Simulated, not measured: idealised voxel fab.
The process module presented herein is designated voxel capacitor over wiring.
FYI the section here is cut, 205 nm wide, cells are 5 nm squares.
Each cross-section below is a grid of square cells, stated as bands in top-down order, with one or more rows of cells making up each band. Quick guide to a band line: top height, bottom height (nm) up front; then every material left to right with its width in nm. Only one material and it's marked "throughout"? Then it fills the band edge to edge. And "empty" just means empty space. We count height from 0. Below that, the starting wafer is all one material. The lowest band never ends at the bottom but goes on down; see "0 -> down" for how that is written. The width entry "30->40" should be interpreted row by row: the top row of cells in the band takes the first number, the bottom row takes the second number, and the change between adjacent rows is uniform throughout. Where the words "nothing was modified" appear for a step, the cross-section shows no cell changed by that step; every cell remained as before. "Closed internal voids" means: voids of 8 cells or more that are shut off from the top with no open way through. Written width x height at distance, distance from the left edge, in nm. Past the settings on a step's line: simulator remark, on that step. overlay nm: how far to the right of its planned place the mask lay on this masked step (negative: to the left).

### Below is the list of planned process steps
| 1 | RECEIVE: material Si |
| 2 | CONFORMAL_DEP: material SiO2, thk nm 10 |
| 3 | CONFORMAL_DEP: material SiCN, thk nm 5 |
| 4 | DIRECTIONAL_DEP: material lowk, thk nm 25 |
| 5 | MASKED_ETCH: tone open, mask id METAL_1, width nm 25, pitch nm 90, etch materials lowk, depth nm 25, overlay nm 0 |
| 6 | MASKED_ETCH: tone open, mask id METAL_1, width nm 25, pitch nm 90, etch materials SiCN, depth nm 5, overlay nm 0 |
| 7 | CONFORMAL_DEP: material TiN, thk nm 5 |
| 8 | FILL_DEP: material Cu, thk nm 5 |
| 9 | CMP: height nm 40 |
| 10 | CONFORMAL_DEP: material SiCN, thk nm 5 |
| 11 | DIRECTIONAL_DEP: material lowk, thk nm 10 |
| 12 | MASKED_ETCH: tone open, mask id PLUG_1, width nm 15, etch materials lowk, depth nm 10, overlay nm 0 |
| 13 | MASKED_ETCH: tone open, mask id PLUG_1, width nm 15, etch materials SiCN, depth nm 5, overlay nm 0 |
| 14 | CONFORMAL_DEP: material TiN, thk nm 5 |
| 15 | FILL_DEP: material Ru, thk nm 5 |
| 16 | CMP: height nm 50 |
| 17 | DIRECTIONAL_DEP: material TiN, thk nm 10 |
| 18 | DIRECTIONAL_DEP: material SiN, thk nm 5 |
| 19 | DIRECTIONAL_DEP: material TiN, thk nm 10 |
| 20 | PATTERN: tone cover, mask id UPPER_PLATE, material resist, width nm 70, thk nm 15, overlay nm 0 |
| 21 | DIRECTIONAL_ETCH: etch materials TiN, depth nm 10 |
| 22 | DIRECTIONAL_ETCH: etch materials SiN, depth nm 5 |
| 23 | STRIP: etch materials resist |
| 24 | PATTERN: tone cover, mask id LOWER_PLATE, material resist, width nm 80, thk nm 20, overlay nm 0 |
| 25 | DIRECTIONAL_ETCH: etch materials TiN, depth nm 10 |
| 26 | STRIP: etch materials resist |
| 27 | FILL_DEP: material SiO2, thk nm 20 |
| 28 | CMP: height nm 95 |
| 29 | PATTERN: tone open, mask id PLUG_2, material resist, width nm 15, thk nm 20, overlay nm 0 |
| 30 | DIRECTIONAL_ETCH: etch materials SiO2, depth nm 15 |
| 31 | STRIP: etch materials resist |
| 32 | CONFORMAL_DEP: material TiN, thk nm 5 |
| 33 | FILL_DEP: material Ru, thk nm 10 |
| 34 | CMP: height nm 95 |
| 35 | CONFORMAL_DEP: material SiN, thk nm 5 |
Keep in mind the plan's value for the height nm of step 16 comes from the first wafer; the wafers don't share that setting, but they do share the same starting point.

### Cut through the first of several wafers as received, post step 1
    0 -> down: Si throughout
    Closed internal voids: none

### Here is how to read the rows: every wafer has a row, and it shows the wafer at the end of the module, giving for each material how many cells were gained (+) or lost (-) since the wafer was received, then listing its closed voids
height nm 50 | +30 Cu | +3 Ru | +69 SiCN | +55 SiN | +368 SiO2 | +102 TiN | +193 lowk | Closed internal voids: none
height nm 55 | +30 Cu | +4 Ru | +69 SiCN | +55 SiN | +327 SiO2 | +104 TiN | +231 lowk | Closed internal voids: none
height nm 60 | +30 Cu | +4 Ru | +69 SiCN | +55 SiN | +289 SiO2 | +142 TiN | +231 lowk | Closed internal voids: none
height nm 65 | +30 Cu | +44 Ru | +69 SiCN | +55 SiN | +251 SiO2 | +140 TiN | +231 lowk | Closed internal voids: none
